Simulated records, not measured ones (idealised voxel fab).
This section sets out a process module, namely voxel transistor to metal.
The figure presents cross-section cut, which has a width of 170 nm and is divided into square cells with an edge length of 5 nm.
In this document a cross-section is written as a grid of square cells. It is given as a series of bands, listed from the top down, and a band is one or more rows of cells.
For a band, the entry starts with two heights in nm, that of the top and then that of the bottom, and carries on with the band's materials in order from left to right, each alongside its width in nm; the word "all across" beside a single material means it fills the band edge to edge, and "air" means empty space.
Note: height 0 marks the level under which the wafer is uniformly one material as received. Lowest band unbounded below, written "0 and below".
A width given as "30..40" starts at the first number in the band's top row and ends at the second number in its bottom row, shifting by an equal amount at every step from row to row.
A step reported as "no change" is a step in which no cell of the cross-section changed.
"Cavities, sealed" - sealed voids, min. 8 cells, no opening to top; format: width x height at distance (distance from left edge; nm throughout).
Formally, on a step line, whatever follows the settings is a remark that the simulator itself makes on the step.
What "overlay nm" on a step's line means: if the step has a mask, that mask lay this far to the right of its planned place, or, when the value is negative, to the left.

PROCESS STEPS FORESEEN IN THE PLAN
1,RECEIVE [material Si]
2,OXIDIZE [depth nm 5]
3,CONFORMAL_DEP [material SiN] [thk nm 15]
4,PATTERN [tone cover] [mask id ACTIVE] [material resist] [width nm 110] [thk nm 15] [overlay nm 0]
5,DIRECTIONAL_ETCH [etch materials SiN] [depth nm 15]
6,DIRECTIONAL_ETCH [etch materials SiO2] [depth nm 5]
7,DIRECTIONAL_ETCH [etch materials Si] [depth nm 25]
8,STRIP [etch materials resist]
9,FILL_DEP [material SiO2] [thk nm 15]
10,CMP [height nm 15]
11,SELECTIVE_ETCH [etch materials SiO2] [depth nm 10]
12,STRIP [etch materials SiN]
13,SELECTIVE_ETCH [etch materials SiO2] [depth nm 5]
14,OXIDIZE [depth nm 5]
15,DIRECTIONAL_DEP [material polySi] [thk nm 30]
16,DIRECTIONAL_DEP [material SiCN] [thk nm 10]
17,MASKED_ETCH [tone cover] [mask id GATE] [width nm 20] [etch materials SiCN] [depth nm 20] [overlay nm 0]
18,MASKED_ETCH [tone cover] [mask id GATE] [width nm 20] [etch materials polySi] [depth nm 40] [overlay nm 0]
19,CONFORMAL_DEP [material SiO2] [thk nm 5]
20,DIRECTIONAL_ETCH [etch materials SiO2] [depth nm 5]
21,CONFORMAL_DEP [material SiN] [thk nm 5]
22,DIRECTIONAL_ETCH [etch materials SiN] [depth nm 5]
23,DIRECTIONAL_ETCH [etch materials SiO2] [depth nm 5]
24,DIRECTIONAL_ETCH [etch materials Si] [depth nm 15]
25,EPI [material nSi] [thk nm 20]
26,FILL_DEP [material SiO2] [thk nm 5]
27,CMP [height nm 35]
28,DIRECTIONAL_DEP [material SiO2] [thk nm 15]
29,PATTERN [tone open] [mask id CONTACT] [material resist] [width nm 30] [pitch nm 60] [thk nm 15] [overlay nm 0]
30,DIRECTIONAL_ETCH [etch materials SiO2] [depth nm 40]
31,STRIP [etch materials resist]
32,CONFORMAL_DEP [material TiN] [thk nm 5]
33,FILL_DEP [material W] [thk nm 10]
34,CMP [height nm 50]
35,DIRECTIONAL_DEP [material TiN] [thk nm 5]
36,DIRECTIONAL_DEP [material W] [thk nm 15]
37,PATTERN [tone cover] [mask id METAL_1] [material resist] [width nm 20] [pitch nm 70] [thk nm 15] [overlay nm 0]
38,DIRECTIONAL_ETCH [etch materials W] [depth nm 15]
39,DIRECTIONAL_ETCH [etch materials TiN] [depth nm 5]
40,STRIP [etch materials resist]
41,CONFORMAL_DEP [material SiN] [thk nm 5]
42,FILL_DEP [material lowk] [thk nm 10]
43,CMP [height nm 70]
44,CONFORMAL_DEP [material SiCN] [thk nm 5]
45,DIRECTIONAL_DEP [material lowk] [thk nm 25]
46,DIRECTIONAL_DEP [material aC] [thk nm 10]
47,PATTERN [tone open] [mask id METAL_2_HOLES] [material resist] [width nm 15] [pitch nm 70] [thk nm 25] [overlay nm 0]
48,DIRECTIONAL_ETCH [etch materials aC] [depth nm 10]
49,STRIP [etch materials resist]
50,DIRECTIONAL_ETCH [etch materials lowk] [depth nm 25]
51,STRIP [etch materials aC]
52,MASKED_ETCH [tone open] [mask id METAL_2] [width nm 20] [pitch nm 70] [etch materials lowk] [depth nm 15] [overlay nm 0]
53,MASKED_ETCH [tone open] [mask id METAL_2] [width nm 20] [pitch nm 70] [etch materials SiCN] [depth nm 5] [overlay nm 0]
54,CONFORMAL_DEP [material TiN] [thk nm 5]
55,FILL_DEP [material Cu] [thk nm 10]
56,CMP [height nm 100]
57,CONFORMAL_DEP [material SiCN] [thk nm 5]

STEP 1 COMPLETE: CROSS-SECTION OF THE WAFER AS RECEIVED
  0 and below | Si all across
  Cavities, sealed: none

END-OF-MODULE XS, FIRST OF TWO WAFERS, RUN AS PLANNED
  105 down to 100 | SiCN all across
  100 down to 90 | lowk (40), TiN (5), Cu (10), TiN (5), lowk (50), TiN (5), Cu (10), TiN (5), lowk (40)
  90 down to 85 | lowk (40), TiN (5), Cu (5), TiN (10), lowk (50), TiN (5), Cu (5), TiN (10), lowk (40)
  85 down to 75 | lowk (40), TiN (5), Cu (5), TiN (5), lowk (55), TiN (5), Cu (5), TiN (5), lowk (45)
  75 down to 70 | SiCN (40), TiN (15), SiCN (55), TiN (15), SiCN (45)
  70 down to 55 | lowk (35), SiN (5), W (20), SiN (5), lowk (40), SiN (5), W (20), SiN (5), lowk (35)
  55 down to 50 | SiN (40), TiN (20), SiN (50), TiN (20), SiN (40)
  50 down to 40 | SiO2 (40), TiN (5), W (20), TiN (5), SiO2 (30), TiN (5), W (20), TiN (5), SiO2 (40)
  40 down to 35 | SiO2 (40), TiN (5), W (15), TiN (10), SiO2 (30), TiN (10), W (15), TiN (5), SiO2 (40)
  35 down to 25 | SiO2 (40), TiN (5), W (15), TiN (5), SiN (5), SiO2 (5), SiCN (20), SiO2 (5), SiN (5), TiN (5), W (15), TiN (5), SiO2 (40)
  25 down to 15 | SiO2 (40), TiN (5), W (15), TiN (5), SiN (5), SiO2 (5), polySi (20), SiO2 (5), SiN (5), TiN (5), W (15), TiN (5), SiO2 (40)
  15 down to 10 | SiO2 (40), TiN (25), SiN (5), SiO2 (5), polySi (20), SiO2 (5), SiN (5), TiN (25), SiO2 (40)
  10 down to 0 | SiO2 (25), nSi (40), SiN (5), SiO2 (5), polySi (20), SiO2 (5), SiN (5), nSi (40), SiO2 (25)
  0 down to -5 | SiO2 (25), nSi (5), SiN (5), nSi (30), SiN (5), SiO2 (5), polySi (20), SiO2 (5), SiN (5), nSi (30), SiN (5), nSi (5), SiO2 (25)
  -5 down to -10 | SiO2 (35), nSi (30), SiO2 (40), nSi (30), SiO2 (35)
  -10 down to -25 | SiO2 (30), Si (5), nSi (30), Si (40), nSi (30), Si (5), SiO2 (30)
  -25 down to -30 | SiO2 (30), Si (110), SiO2 (30)
  -30 and below | Si all across
  Cavities, sealed: none

SAME START, SAME PLAN AS THE FIRST WAFER - BUT ONE MISTAKE IN THE RUN. CROSS-SECTION OF THE SECOND OF THE TWO AT THE END OF THE MODULE
  105 down to 100 | SiCN all across
  100 down to 90 | lowk (40), TiN (5), Cu (10), TiN (5), lowk (50), TiN (5), Cu (10), TiN (5), lowk (40)
  90 down to 85 | lowk (40), TiN (5), Cu (5), TiN (10), lowk (50), TiN (5), Cu (5), TiN (10), lowk (40)
  85 down to 75 | lowk (40), TiN (5), Cu (5), TiN (5), lowk (55), TiN (5), Cu (5), TiN (5), lowk (45)
  75 down to 70 | SiCN (40), TiN (15), SiCN (55), TiN (15), SiCN (45)
  70 down to 55 | lowk (35), SiN (5), W (20), SiN (5), lowk (40), SiN (5), W (20), SiN (5), lowk (35)
  55 down to 50 | SiN (40), TiN (20), SiN (50), TiN (20), SiN (40)
  50 down to 40 | SiO2 (40), TiN (5), W (20), TiN (5), SiO2 (30), TiN (5), W (20), TiN (5), SiO2 (40)
  40 down to 35 | SiO2 (40), TiN (5), W (15), TiN (10), SiO2 (30), TiN (10), W (15), TiN (5), SiO2 (40)
  35 down to 30 | SiO2 (40), TiN (5), W (15), TiN (5), SiN (5), SiO2 (5), SiCN (20), SiO2 (5), SiN (5), TiN (5), W (15), TiN (5), SiO2 (40)
  30 down to 25 | SiO2 (40), TiN (25), SiN (5), SiO2 (5), SiCN (20), SiO2 (5), SiN (5), TiN (25), SiO2 (40)
  25 down to 10 | SiO2 (65), SiN (5), SiO2 (5), polySi (20), SiO2 (5), SiN (5), SiO2 (65)
  10 down to 0 | SiO2 (25), nSi (40), SiN (5), SiO2 (5), polySi (20), SiO2 (5), SiN (5), nSi (40), SiO2 (25)
  0 down to -5 | SiO2 (25), nSi (5), SiN (5), nSi (30), SiN (5), SiO2 (5), polySi (20), SiO2 (5), SiN (5), nSi (30), SiN (5), nSi (5), SiO2 (25)
  -5 down to -10 | SiO2 (35), nSi (30), SiO2 (40), nSi (30), SiO2 (35)
  -10 down to -25 | SiO2 (30), Si (5), nSi (30), Si (40), nSi (30), Si (5), SiO2 (30)
  -25 down to -30 | SiO2 (30), Si (110), SiO2 (30)
  -30 and below | Si all across
  Cavities, sealed: none
What was the processing mistake? the plan had its step 28 run twice
Wrapping up, a cell-based count of both wafers puts the second over or under the first for these materials: SiO2 +30 | TiN -12 | W -18
